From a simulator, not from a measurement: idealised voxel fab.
process module | voxel wiring stack
cross-section cut | 285 nm wide | cells 5 nm
A cross-section is a grid of square cells, given in bands from the top down. A band is one or more rows of cells.
Each band's line starts with the height of the band's top and of its bottom, in nm. Then come its materials from left to right, each with its width in nm. One material with "throughout" fills the band from edge to edge. "air" is empty space.
Height 0 is the level under which the wafer as received is all one material. The lowest band goes on downwards, as in "0 down".
A width such as "30 to 40" changes by the same amount from each row of cells to the next, from the band's top row to its bottom row.
"no change" after a step means that no cell of the cross-section changed.
closed voids: empty space of 8 cells or more with no open way to the top, each as width x height at its distance from the left edge, in nm
after a step's settings: what the simulator itself notes on the step
overlay nm, on a step with a mask: how far to the right of its planned place the mask lay; to the left if negative
plan
1 op RECEIVE | material Si
2 op CONFORMAL_DEP | material SiO2 | thk nm 15
3 op CONFORMAL_DEP | material SiCN | thk nm 5
4 op DIRECTIONAL_DEP | material lowk | thk nm 25
5 op MASKED_ETCH | tone open | mask id METAL_1 | width nm 25 | pitch nm 50 | etch materials lowk | depth nm 25 | overlay nm 0
6 op MASKED_ETCH | tone open | mask id METAL_1 | width nm 25 | pitch nm 50 | etch materials SiCN | depth nm 5 | overlay nm 0
7 op CONFORMAL_DEP | material TiN | thk nm 5
8 op FILL_DEP | material Cu | thk nm 10
9 op CMP | height nm 45
10 op CONFORMAL_DEP | material SiCN | thk nm 5
11 op DIRECTIONAL_DEP | material lowk | thk nm 15
12 op DIRECTIONAL_DEP | material aC | thk nm 10
13 op PATTERN | tone open | mask id PLUG_1 | material resist | width nm 15 | pitch nm 50 | thk nm 25 | overlay nm 0
14 op DIRECTIONAL_ETCH | etch materials aC | depth nm 10
15 op STRIP | etch materials resist
16 op DIRECTIONAL_ETCH | etch materials lowk | depth nm 15
17 op DIRECTIONAL_ETCH | etch materials SiCN | depth nm 5
18 op STRIP | etch materials aC
19 op CONFORMAL_DEP | material TiN | thk nm 5
20 op FILL_DEP | material Cu | thk nm 5
21 op CMP | height nm 65
22 op CONFORMAL_DEP | material SiCN | thk nm 5
23 op DIRECTIONAL_DEP | material SiO2 | thk nm 25
24 op DIRECTIONAL_DEP | material aC | thk nm 15
25 op PATTERN | tone open | mask id METAL_2 | material resist | width nm 25 | pitch nm 50 | thk nm 30 | overlay nm 0
26 op DIRECTIONAL_ETCH | etch materials aC | depth nm 15
27 op STRIP | etch materials resist
28 op DIRECTIONAL_ETCH | etch materials SiO2 | depth nm 25
29 op DIRECTIONAL_ETCH | etch materials SiCN | depth nm 5
30 op STRIP | etch materials aC
31 op CONFORMAL_DEP | material TiN | thk nm 5
32 op FILL_DEP | material Cu | thk nm 10
33 op CMP | height nm 95
34 op EPI | material Ru | thk nm 5
35 op FILL_DEP | material SiCN | thk nm 5
36 op DIRECTIONAL_DEP | material SiO2 | thk nm 30
37 op MASKED_ETCH | tone open | mask id METAL_3_HOLES | width nm 15 | pitch nm 50 | etch materials SiO2 | depth nm 30 | overlay nm 0
38 op DIRECTIONAL_DEP | material aC | thk nm 15
39 op PATTERN | tone open | mask id METAL_3 | material resist | width nm 25 | pitch nm 50 | thk nm 30 | overlay nm 0
40 op DIRECTIONAL_ETCH | etch materials aC | depth nm 15
41 op STRIP | etch materials resist
42 op DIRECTIONAL_ETCH | etch materials SiO2 | depth nm 20
43 op DIRECTIONAL_ETCH | etch materials SiCN | depth nm 5
44 op STRIP | etch materials aC
45 op CONFORMAL_DEP | material TiN | thk nm 5
46 op FILL_DEP | material Cu | thk nm 10
47 op CMP | height nm 135
48 op CONFORMAL_DEP | material SiCN | thk nm 5
as received, after step 1
  0 down: Si throughout
  closed voids: none
a wafer at the end: this start, this plan, one mistake
  140 to 135: SiCN throughout
  135 to 120: SiO2 55 | TiN 5 | Cu 15 | TiN 5 | SiO2 25 | TiN 5 | Cu 15 | TiN 5 | SiO2 25 | TiN 5 | Cu 15 | TiN 5 | SiO2 25 | TiN 5 | Cu 15 | TiN 5 | SiO2 55
  120 to 115: SiO2 55 | TiN 5 | Cu 5 | TiN 15 | SiO2 25 | TiN 5 | Cu 5 | TiN 15 | SiO2 25 | TiN 5 | Cu 5 | TiN 15 | SiO2 25 | TiN 5 | Cu 5 | TiN 15 | SiO2 55
  115 to 105: SiO2 55 | TiN 5 | Cu 5 | TiN 5 | SiO2 35 | TiN 5 | Cu 5 | TiN 5 | SiO2 35 | TiN 5 | Cu 5 | TiN 5 | SiO2 35 | TiN 5 | Cu 5 | TiN 5 | SiO2 65
  105 to 100: SiCN 55 | TiN 15 | SiCN 35 | TiN 15 | SiCN 35 | TiN 15 | SiCN 35 | TiN 15 | SiCN 65
  100 to 95: SiCN 50 | Ru 35 | SiCN 15 | Ru 35 | SiCN 15 | Ru 35 | SiCN 15 | Ru 35 | SiCN 50
  95 to 70: SiO2 55 | TiN 5 | Cu 15 | TiN 5 | SiO2 25 | TiN 5 | Cu 15 | TiN 5 | SiO2 25 | TiN 5 | Cu 15 | TiN 5 | SiO2 25 | TiN 5 | Cu 15 | TiN 5 | SiO2 55
  70 to 60: SiCN 55 | TiN 25 to 15 | SiCN 25 to 35 | TiN 25 to 15 | SiCN 25 to 35 | TiN 25 to 15 | SiCN 25 to 35 | TiN 25 to 15 | SiCN 55 to 65
  60 to 45: lowk throughout
  45 to 20: lowk 55 | TiN 5 | Cu 15 | TiN 5 | lowk 25 | TiN 5 | Cu 15 | TiN 5 | lowk 25 | TiN 5 | Cu 15 | TiN 5 | lowk 25 | TiN 5 | Cu 15 | TiN 5 | lowk 55
  20 to 15: SiCN 55 | TiN 25 | SiCN 25 | TiN 25 | SiCN 25 | TiN 25 | SiCN 25 | TiN 25 | SiCN 55
  15 to 0: SiO2 throughout
  0 down: Si throughout
  closed voids: none
what went wrong: steps 10 and 11 were swapped
